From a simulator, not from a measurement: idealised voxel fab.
You're looking at the process module voxel wiring stack.
Square cells of 5 nm make up the cross-section cut, whose width is 290 nm.
For the purposes of this document, a cross-section shall be understood as a grid of square cells, specified as bands listed in top-to-bottom order, each band consisting of one or more rows of cells.
Quick guide to a band line: top height, bottom height (nm) up front; then every material left to right with its width in nm. Only one material and it's marked "edge to edge"? Then it fills the band edge to edge. And "empty" just means empty space.
Counting heights begins at 0, where everything beneath is, in the wafer as received, one material. The lowest band has no bottom; it goes on downwards, as "0 down" shows.
Top row gets the first number, bottom row gets the second, and each row in between changes by the same step: that is how a band width like "30->40" works.
For the purposes of this document, the phrase "nothing different" attached to a step denotes that no cell within the cross-section was modified by that step.
"Voids, enclosed" means: voids of 8 cells or more that are shut off from the top with no open way through. Written width x height at distance, distance from the left edge, in nm.
Post-settings text on a step line: simulator's own remark regarding the step.
A step line may carry the setting "overlay nm", which, for steps involving a mask, states the distance by which the mask lay to the right of its intended position; negative values denote displacement to the left.
Process steps - plan:
1,op RECEIVE | material Si
2,op CONFORMAL_DEP | material SiO2 | thk nm 15
3,op DIRECTIONAL_DEP | material TiN | thk nm 5
4,op DIRECTIONAL_DEP | material W | thk nm 20
5,op DIRECTIONAL_DEP | material aC | thk nm 10
6,op PATTERN | tone cover | mask id METAL_1 | material resist | width nm 25 | pitch nm 45 | thk nm 30 | overlay nm 0
7,op DIRECTIONAL_ETCH | etch materials aC | depth nm 10
8,op STRIP | etch materials resist
9,op DIRECTIONAL_ETCH | etch materials W | depth nm 20
10,op DIRECTIONAL_ETCH | etch materials TiN | depth nm 5
11,op STRIP | etch materials aC
12,op CONFORMAL_DEP | material SiN | thk nm 5
13,op FILL_DEP | material lowk | thk nm 10
14,op CMP | height nm 40
15,op CONFORMAL_DEP | material SiCN | thk nm 5
16,op DIRECTIONAL_DEP | material SiO2 | thk nm 20
17,op DIRECTIONAL_DEP | material aC | thk nm 10
18,op PATTERN | tone open | mask id PLUG_1 | material resist | width nm 15 | pitch nm 45 | thk nm 25 | overlay nm 0
19,op DIRECTIONAL_ETCH | etch materials aC | depth nm 10
20,op STRIP | etch materials resist
21,op DIRECTIONAL_ETCH | etch materials SiO2 | depth nm 20
22,op DIRECTIONAL_ETCH | etch materials SiCN | depth nm 5
23,op STRIP | etch materials aC
24,op CONFORMAL_DEP | material TiN | thk nm 5
25,op FILL_DEP | material Cu | thk nm 5
26,op CMP | height nm 65
27,op DIRECTIONAL_DEP | material TiN | thk nm 5
28,op DIRECTIONAL_DEP | material W | thk nm 15
29,op DIRECTIONAL_DEP | material aC | thk nm 10
30,op PATTERN | tone cover | mask id METAL_2 | material resist | width nm 25 | pitch nm 45 | thk nm 30 | overlay nm 0
31,op DIRECTIONAL_ETCH | etch materials aC | depth nm 10
32,op STRIP | etch materials resist
33,op DIRECTIONAL_ETCH | etch materials W | depth nm 15
34,op DIRECTIONAL_ETCH | etch materials TiN | depth nm 5
35,op STRIP | etch materials aC
36,op CONFORMAL_DEP | material SiCN | thk nm 5
37,op FILL_DEP | material SiO2 | thk nm 10
38,op CMP | height nm 85
39,op CONFORMAL_DEP | material SiCN | thk nm 5
40,op DIRECTIONAL_DEP | material lowk | thk nm 10
41,op MASKED_ETCH | tone open | mask id PLUG_2 | width nm 15 | pitch nm 45 | etch materials lowk | depth nm 10 | overlay nm 0
42,op MASKED_ETCH | tone open | mask id PLUG_2 | width nm 15 | pitch nm 45 | etch materials SiCN | depth nm 5 | overlay nm 0
43,op CONFORMAL_DEP | material TiN | thk nm 5
44,op FILL_DEP | material W | thk nm 10
45,op CMP | height nm 100
46,op CONFORMAL_DEP | material SiN | thk nm 5
47,op DIRECTIONAL_DEP | material SiO2 | thk nm 20
48,op PATTERN | tone open | mask id METAL_3 | material resist | width nm 25 | pitch nm 45 | thk nm 20 | overlay nm 0
49,op DIRECTIONAL_ETCH | etch materials SiO2 | depth nm 20
50,op DIRECTIONAL_ETCH | etch materials SiN | depth nm 5
51,op STRIP | etch materials resist
52,op CONFORMAL_DEP | material TiN | thk nm 5
53,op FILL_DEP | material Ru | thk nm 10
54,op CMP | height nm 125
55,op CONFORMAL_DEP | material SiN | thk nm 5
Of two wafers, the first: run according to plan:
Incoming wafer in cross-section (state: after step 1):
	0 down = Si edge to edge
	Voids, enclosed: none
So this is the wafer cross-section right after step 2:
	15 to 0 = SiO2 edge to edge
	Anything lower than 0 is untouched.
So this is the wafer cross-section right after step 3:
	20 to 15 = TiN edge to edge
	Anything lower than 15 is untouched.
So this is the wafer cross-section right after step 4:
	40 to 20 = W edge to edge
	Anything lower than 20 is untouched.
So this is the wafer cross-section right after step 5:
	50 to 40 = aC edge to edge
	Anything lower than 40 is untouched.
So this is the wafer cross-section right after step 6:
	80 to 50 = empty=85 / resist=25 / empty=20 / resist=25 / empty=20 / resist=25 / empty=90
	Anything lower than 50 is untouched.
So this is the wafer cross-section right after step 7:
	70 to 50 = empty=85 / resist=25 / empty=20 / resist=25 / empty=20 / resist=25 / empty=90
	50 to 40 = empty=85 / aC=25 / empty=20 / aC=25 / empty=20 / aC=25 / empty=90
	Anything lower than 40 is untouched.
So this is the wafer cross-section right after step 8:
	50 to 40 = empty=85 / aC=25 / empty=20 / aC=25 / empty=20 / aC=25 / empty=90
	Anything lower than 40 is untouched.
So this is the wafer cross-section right after step 9:
	50 to 40 = empty=85 / aC=25 / empty=20 / aC=25 / empty=20 / aC=25 / empty=90
	40 to 20 = empty=85 / W=25 / empty=20 / W=25 / empty=20 / W=25 / empty=90
	Anything lower than 20 is untouched.
So this is the wafer cross-section right after step 10:
	50 to 40 = empty=85 / aC=25 / empty=20 / aC=25 / empty=20 / aC=25 / empty=90
	40 to 20 = empty=85 / W=25 / empty=20 / W=25 / empty=20 / W=25 / empty=90
	20 to 15 = empty=85 / TiN=25 / empty=20 / TiN=25 / empty=20 / TiN=25 / empty=90
	Anything lower than 15 is untouched.
So this is the wafer cross-section right after step 11:
	40 to 20 = empty=85 / W=25 / empty=20 / W=25 / empty=20 / W=25 / empty=90
	Anything lower than 20 is untouched.
So this is the wafer cross-section right after step 12:
	45 to 40 = empty=80 / SiN=35 / empty=10 / SiN=35 / empty=10 / SiN=35 / empty=85
	40 to 20 = empty=80 / SiN=5 / W=25 / SiN=5 / empty=10 / SiN=5 / W=25 / SiN=5 / empty=10 / SiN=5 / W=25 / SiN=5 / empty=85
	20 to 15 = SiN=85 / TiN=25 / SiN=20 / TiN=25 / SiN=20 / TiN=25 / SiN=90
	Anything lower than 15 is untouched.
So this is the wafer cross-section right after step 13:
	55 to 45 = lowk edge to edge
	45 to 40 = lowk=80 / SiN=35 / lowk=10 / SiN=35 / lowk=10 / SiN=35 / lowk=85
	40 to 20 = lowk=80 / SiN=5 / W=25 / SiN=5 / lowk=10 / SiN=5 / W=25 / SiN=5 / lowk=10 / SiN=5 / W=25 / SiN=5 / lowk=85
	Anything lower than 20 is untouched.
So this is the wafer cross-section right after step 14:
	40 to 20 = lowk=80 / SiN=5 / W=25 / SiN=5 / lowk=10 / SiN=5 / W=25 / SiN=5 / lowk=10 / SiN=5 / W=25 / SiN=5 / lowk=85
	Anything lower than 20 is untouched.
So this is the wafer cross-section right after step 15:
	45 to 40 = SiCN edge to edge
	Anything lower than 40 is untouched.
So this is the wafer cross-section right after step 16:
	65 to 45 = SiO2 edge to edge
	Anything lower than 45 is untouched.
So this is the wafer cross-section right after step 17:
	75 to 65 = aC edge to edge
	Anything lower than 65 is untouched.
So this is the wafer cross-section right after step 18:
	100 to 75 = resist=85 / empty=15 / resist=30 / empty=15 / resist=30 / empty=15 / resist=100
	Anything lower than 75 is untouched.
So this is the wafer cross-section right after step 19:
	90 to 75 = resist=85 / empty=15 / resist=30 / empty=15 / resist=30 / empty=15 / resist=100
	75 to 65 = aC=85 / empty=15 / aC=30 / empty=15 / aC=30 / empty=15 / aC=100
	Anything lower than 65 is untouched.
So this is the wafer cross-section right after step 20:
	75 to 65 = aC=85 / empty=15 / aC=30 / empty=15 / aC=30 / empty=15 / aC=100
	Anything lower than 65 is untouched.
So this is the wafer cross-section right after step 21:
	75 to 65 = aC=85 / empty=15 / aC=30 / empty=15 / aC=30 / empty=15 / aC=100
	65 to 45 = SiO2=85 / empty=15 / SiO2=30 / empty=15 / SiO2=30 / empty=15 / SiO2=100
	Anything lower than 45 is untouched.
So this is the wafer cross-section right after step 22:
	75 to 65 = aC=85 / empty=15 / aC=30 / empty=15 / aC=30 / empty=15 / aC=100
	65 to 45 = SiO2=85 / empty=15 / SiO2=30 / empty=15 / SiO2=30 / empty=15 / SiO2=100
	45 to 40 = SiCN=85 / empty=15 / SiCN=30 / empty=15 / SiCN=30 / empty=15 / SiCN=100
	Anything lower than 40 is untouched.
So this is the wafer cross-section right after step 23:
	65 to 45 = SiO2=85 / empty=15 / SiO2=30 / empty=15 / SiO2=30 / empty=15 / SiO2=100
	Anything lower than 45 is untouched.
So this is the wafer cross-section right after step 24:
	70 to 65 = TiN=90 / empty=5 / TiN=40 / empty=5 / TiN=40 / empty=5 / TiN=105
	65 to 45 = SiO2=85 / TiN=5 / empty=5 / TiN=5 / SiO2=30 / TiN=5 / empty=5 / TiN=5 / SiO2=30 / TiN=5 / empty=5 / TiN=5 / SiO2=100
	45 to 40 = SiCN=85 / TiN=15 / SiCN=30 / TiN=15 / SiCN=30 / TiN=15 / SiCN=100
	Anything lower than 40 is untouched.
So this is the wafer cross-section right after step 25:
	75 to 70 = Cu edge to edge
	70 to 65 = TiN=90 / Cu=5 / TiN=40 / Cu=5 / TiN=40 / Cu=5 / TiN=105
	65 to 45 = SiO2=85 / TiN=5 / Cu=5 / TiN=5 / SiO2=30 / TiN=5 / Cu=5 / TiN=5 / SiO2=30 / TiN=5 / Cu=5 / TiN=5 / SiO2=100
	Anything lower than 45 is untouched.
So this is the wafer cross-section right after step 26:
	65 to 45 = SiO2=85 / TiN=5 / Cu=5 / TiN=5 / SiO2=30 / TiN=5 / Cu=5 / TiN=5 / SiO2=30 / TiN=5 / Cu=5 / TiN=5 / SiO2=100
	Anything lower than 45 is untouched.
So this is the wafer cross-section right after step 27:
	70 to 65 = TiN edge to edge
	Anything lower than 65 is untouched.
So this is the wafer cross-section right after step 28:
	85 to 70 = W edge to edge
	Anything lower than 70 is untouched.
So this is the wafer cross-section right after step 29:
	95 to 85 = aC edge to edge
	Anything lower than 85 is untouched.
So this is the wafer cross-section right after step 30:
	125 to 95 = empty=85 / resist=25 / empty=20 / resist=25 / empty=20 / resist=25 / empty=90
	Anything lower than 95 is untouched.
So this is the wafer cross-section right after step 31:
	115 to 95 = empty=85 / resist=25 / empty=20 / resist=25 / empty=20 / resist=25 / empty=90
	95 to 85 = empty=85 / aC=25 / empty=20 / aC=25 / empty=20 / aC=25 / empty=90
	Anything lower than 85 is untouched.
So this is the wafer cross-section right after step 32:
	95 to 85 = empty=85 / aC=25 / empty=20 / aC=25 / empty=20 / aC=25 / empty=90
	Anything lower than 85 is untouched.
So this is the wafer cross-section right after step 33:
	95 to 85 = empty=85 / aC=25 / empty=20 / aC=25 / empty=20 / aC=25 / empty=90
	85 to 70 = empty=85 / W=25 / empty=20 / W=25 / empty=20 / W=25 / empty=90
	Anything lower than 70 is untouched.
So this is the wafer cross-section right after step 34:
	95 to 85 = empty=85 / aC=25 / empty=20 / aC=25 / empty=20 / aC=25 / empty=90
	85 to 70 = empty=85 / W=25 / empty=20 / W=25 / empty=20 / W=25 / empty=90
	70 to 65 = empty=85 / TiN=25 / empty=20 / TiN=25 / empty=20 / TiN=25 / empty=90
	Anything lower than 65 is untouched.
So this is the wafer cross-section right after step 35:
	85 to 70 = empty=85 / W=25 / empty=20 / W=25 / empty=20 / W=25 / empty=90
	Anything lower than 70 is untouched.
So this is the wafer cross-section right after step 36:
	90 to 85 = empty=80 / SiCN=35 / empty=10 / SiCN=35 / empty=10 / SiCN=35 / empty=85
	85 to 70 = empty=80 / SiCN=5 / W=25 / SiCN=5 / empty=10 / SiCN=5 / W=25 / SiCN=5 / empty=10 / SiCN=5 / W=25 / SiCN=5 / empty=85
	70 to 65 = SiCN=85 / TiN=25 / SiCN=20 / TiN=25 / SiCN=20 / TiN=25 / SiCN=90
	Anything lower than 65 is untouched.
So this is the wafer cross-section right after step 37:
	100 to 90 = SiO2 edge to edge
	90 to 85 = SiO2=80 / SiCN=35 / SiO2=10 / SiCN=35 / SiO2=10 / SiCN=35 / SiO2=85
	85 to 70 = SiO2=80 / SiCN=5 / W=25 / SiCN=5 / SiO2=10 / SiCN=5 / W=25 / SiCN=5 / SiO2=10 / SiCN=5 / W=25 / SiCN=5 / SiO2=85
	Anything lower than 70 is untouched.
So this is the wafer cross-section right after step 38:
	85 to 70 = SiO2=80 / SiCN=5 / W=25 / SiCN=5 / SiO2=10 / SiCN=5 / W=25 / SiCN=5 / SiO2=10 / SiCN=5 / W=25 / SiCN=5 / SiO2=85
	Anything lower than 70 is untouched.
So this is the wafer cross-section right after step 39:
	90 to 85 = SiCN edge to edge
	Anything lower than 85 is untouched.
So this is the wafer cross-section right after step 40:
	100 to 90 = lowk edge to edge
	Anything lower than 90 is untouched.
So this is the wafer cross-section right after step 41:
	100 to 90 = lowk=85 / empty=15 / lowk=30 / empty=15 / lowk=30 / empty=15 / lowk=100
	Anything lower than 90 is untouched.
So this is the wafer cross-section right after step 42:
	100 to 90 = lowk=85 / empty=15 / lowk=30 / empty=15 / lowk=30 / empty=15 / lowk=100
	90 to 85 = SiCN=85 / empty=15 / SiCN=30 / empty=15 / SiCN=30 / empty=15 / SiCN=100
	Anything lower than 85 is untouched.
So this is the wafer cross-section right after step 43:
	105 to 100 = TiN=90 / empty=5 / TiN=40 / empty=5 / TiN=40 / empty=5 / TiN=105
	100 to 90 = lowk=85 / TiN=5 / empty=5 / TiN=5 / lowk=30 / TiN=5 / empty=5 / TiN=5 / lowk=30 / TiN=5 / empty=5 / TiN=5 / lowk=100
	90 to 85 = SiCN=85 / TiN=15 / SiCN=30 / TiN=15 / SiCN=30 / TiN=15 / SiCN=100
	Anything lower than 85 is untouched.
So this is the wafer cross-section right after step 44:
	115 to 105 = W edge to edge
	105 to 100 = TiN=90 / W=5 / TiN=40 / W=5 / TiN=40 / W=5 / TiN=105
	100 to 90 = lowk=85 / TiN=5 / W=5 / TiN=5 / lowk=30 / TiN=5 / W=5 / TiN=5 / lowk=30 / TiN=5 / W=5 / TiN=5 / lowk=100
	Anything lower than 90 is untouched.
So this is the wafer cross-section right after step 45:
	100 to 90 = lowk=85 / TiN=5 / W=5 / TiN=5 / lowk=30 / TiN=5 / W=5 / TiN=5 / lowk=30 / TiN=5 / W=5 / TiN=5 / lowk=100
	Anything lower than 90 is untouched.
So this is the wafer cross-section right after step 46:
	105 to 100 = SiN edge to edge
	Anything lower than 100 is untouched.
So this is the wafer cross-section right after step 47:
	125 to 105 = SiO2 edge to edge
	Anything lower than 105 is untouched.
So this is the wafer cross-section right after step 48:
	145 to 125 = resist=85 / empty=25 / resist=20 / empty=25 / resist=20 / empty=25 / resist=90
	Anything lower than 125 is untouched.
So this is the wafer cross-section right after step 49:
	145 to 125 = resist=85 / empty=25 / resist=20 / empty=25 / resist=20 / empty=25 / resist=90
	125 to 105 = SiO2=85 / empty=25 / SiO2=20 / empty=25 / SiO2=20 / empty=25 / SiO2=90
	Anything lower than 105 is untouched.
So this is the wafer cross-section right after step 50:
	145 to 125 = resist=85 / empty=25 / resist=20 / empty=25 / resist=20 / empty=25 / resist=90
	125 to 105 = SiO2=85 / empty=25 / SiO2=20 / empty=25 / SiO2=20 / empty=25 / SiO2=90
	105 to 100 = SiN=85 / empty=25 / SiN=20 / empty=25 / SiN=20 / empty=25 / SiN=90
	Anything lower than 100 is untouched.
So this is the wafer cross-section right after step 51:
	125 to 105 = SiO2=85 / empty=25 / SiO2=20 / empty=25 / SiO2=20 / empty=25 / SiO2=90
	Anything lower than 105 is untouched.
So this is the wafer cross-section right after step 52:
	130 to 125 = TiN=90 / empty=15 / TiN=30 / empty=15 / TiN=30 / empty=15 / TiN=95
	125 to 105 = SiO2=85 / TiN=5 / empty=15 / TiN=5 / SiO2=20 / TiN=5 / empty=15 / TiN=5 / SiO2=20 / TiN=5 / empty=15 / TiN=5 / SiO2=90
	105 to 100 = SiN=85 / TiN=25 / SiN=20 / TiN=25 / SiN=20 / TiN=25 / SiN=90
	Anything lower than 100 is untouched.
So this is the wafer cross-section right after step 53:
	140 to 130 = Ru edge to edge
	130 to 125 = TiN=90 / Ru=15 / TiN=30 / Ru=15 / TiN=30 / Ru=15 / TiN=95
	125 to 105 = SiO2=85 / TiN=5 / Ru=15 / TiN=5 / SiO2=20 / TiN=5 / Ru=15 / TiN=5 / SiO2=20 / TiN=5 / Ru=15 / TiN=5 / SiO2=90
	Anything lower than 105 is untouched.
So this is the wafer cross-section right after step 54:
	125 to 105 = SiO2=85 / TiN=5 / Ru=15 / TiN=5 / SiO2=20 / TiN=5 / Ru=15 / TiN=5 / SiO2=20 / TiN=5 / Ru=15 / TiN=5 / SiO2=90
	Anything lower than 105 is untouched.
So this is the wafer cross-section right after step 55:
	130 to 125 = SiN edge to edge
	Anything lower than 125 is untouched.
The second wafer was prepared from the same starting point and under the same plan as the first; its processing contained one mistake, and it remains indistinguishable from the first wafer up to and including step 40:
What the second wafer looks like in cross-section when step 41 should have wrapped up:
	100 to 90 = lowk=90 / empty=15 / lowk=30 / empty=15 / lowk=30 / empty=15 / lowk=95
	Anything lower than 90 is untouched.
What the second wafer looks like in cross-section when step 42 should have wrapped up:
	100 to 90 = lowk=90 / empty=15 / lowk=30 / empty=15 / lowk=30 / empty=15 / lowk=95
	90 to 85 = SiCN=90 / empty=10 / SiCN=35 / empty=10 / SiCN=35 / empty=10 / SiCN=100
	Anything lower than 85 is untouched.
What the second wafer looks like in cross-section when step 43 should have wrapped up:
	105 to 100 = TiN=95 / empty=5 / TiN=40 / empty=5 / TiN=40 / empty=5 / TiN=100
	100 to 95 = lowk=90 / TiN=5 / empty=5 / TiN=5 / lowk=30 / TiN=5 / empty=5 / TiN=5 / lowk=30 / TiN=5 / empty=5 / TiN=5 / lowk=95
	95 to 90 = lowk=90 / TiN=15 / lowk=30 / TiN=15 / lowk=30 / TiN=15 / lowk=95
	90 to 85 = SiCN=90 / TiN=10 / SiCN=35 / TiN=10 / SiCN=35 / TiN=10 / SiCN=100
	Anything lower than 85 is untouched.
What the second wafer looks like in cross-section when step 44 should have wrapped up:
	115 to 105 = W edge to edge
	105 to 100 = TiN=95 / W=5 / TiN=40 / W=5 / TiN=40 / W=5 / TiN=100
	100 to 95 = lowk=90 / TiN=5 / W=5 / TiN=5 / lowk=30 / TiN=5 / W=5 / TiN=5 / lowk=30 / TiN=5 / W=5 / TiN=5 / lowk=95
	Anything lower than 95 is untouched.
What the second wafer looks like in cross-section when step 45 should have wrapped up:
	100 to 95 = lowk=90 / TiN=5 / W=5 / TiN=5 / lowk=30 / TiN=5 / W=5 / TiN=5 / lowk=30 / TiN=5 / W=5 / TiN=5 / lowk=95
	Anything lower than 95 is untouched.
What the second wafer looks like in cross-section when step 46 should have wrapped up:
	105 to 100 = SiN edge to edge
	Anything lower than 100 is untouched.
What the second wafer looks like in cross-section when step 47 should have wrapped up:
	125 to 105 = SiO2 edge to edge
	Anything lower than 105 is untouched.
What the second wafer looks like in cross-section when step 48 should have wrapped up:
	145 to 125 = resist=85 / empty=25 / resist=20 / empty=25 / resist=20 / empty=25 / resist=90
	Anything lower than 125 is untouched.
What the second wafer looks like in cross-section when step 49 should have wrapped up:
	145 to 125 = resist=85 / empty=25 / resist=20 / empty=25 / resist=20 / empty=25 / resist=90
	125 to 105 = SiO2=85 / empty=25 / SiO2=20 / empty=25 / SiO2=20 / empty=25 / SiO2=90
	Anything lower than 105 is untouched.
What the second wafer looks like in cross-section when step 50 should have wrapped up:
	145 to 125 = resist=85 / empty=25 / resist=20 / empty=25 / resist=20 / empty=25 / resist=90
	125 to 105 = SiO2=85 / empty=25 / SiO2=20 / empty=25 / SiO2=20 / empty=25 / SiO2=90
	105 to 100 = SiN=85 / empty=25 / SiN=20 / empty=25 / SiN=20 / empty=25 / SiN=90
	Anything lower than 100 is untouched.
What the second wafer looks like in cross-section when step 51 should have wrapped up:
	125 to 105 = SiO2=85 / empty=25 / SiO2=20 / empty=25 / SiO2=20 / empty=25 / SiO2=90
	Anything lower than 105 is untouched.
What the second wafer looks like in cross-section when step 52 should have wrapped up:
	130 to 125 = TiN=90 / empty=15 / TiN=30 / empty=15 / TiN=30 / empty=15 / TiN=95
	125 to 105 = SiO2=85 / TiN=5 / empty=15 / TiN=5 / SiO2=20 / TiN=5 / empty=15 / TiN=5 / SiO2=20 / TiN=5 / empty=15 / TiN=5 / SiO2=90
	105 to 100 = SiN=85 / TiN=25 / SiN=20 / TiN=25 / SiN=20 / TiN=25 / SiN=90
	Anything lower than 100 is untouched.
What the second wafer looks like in cross-section when step 53 should have wrapped up:
	140 to 130 = Ru edge to edge
	130 to 125 = TiN=90 / Ru=15 / TiN=30 / Ru=15 / TiN=30 / Ru=15 / TiN=95
	125 to 105 = SiO2=85 / TiN=5 / Ru=15 / TiN=5 / SiO2=20 / TiN=5 / Ru=15 / TiN=5 / SiO2=20 / TiN=5 / Ru=15 / TiN=5 / SiO2=90
	Anything lower than 105 is untouched.
What the second wafer looks like in cross-section when step 54 should have wrapped up:
	125 to 105 = SiO2=85 / TiN=5 / Ru=15 / TiN=5 / SiO2=20 / TiN=5 / Ru=15 / TiN=5 / SiO2=20 / TiN=5 / Ru=15 / TiN=5 / SiO2=90
	Anything lower than 105 is untouched.
What the second wafer looks like in cross-section when step 55 should have wrapped up:
	130 to 125 = SiN edge to edge
	Anything lower than 125 is untouched.
Diagnosis: it should be noted that step 41 was executed with settings other than those planned, the operation and settings actually applied being op MASKED_ETCH | tone open | mask id PLUG_2 | width nm 15 | pitch nm 45 | etch materials lowk | depth nm 10 | overlay nm 5
Materials where the second wafer ends with more or fewer cells than the first: SiCN: 3 more, W: 3 fewer
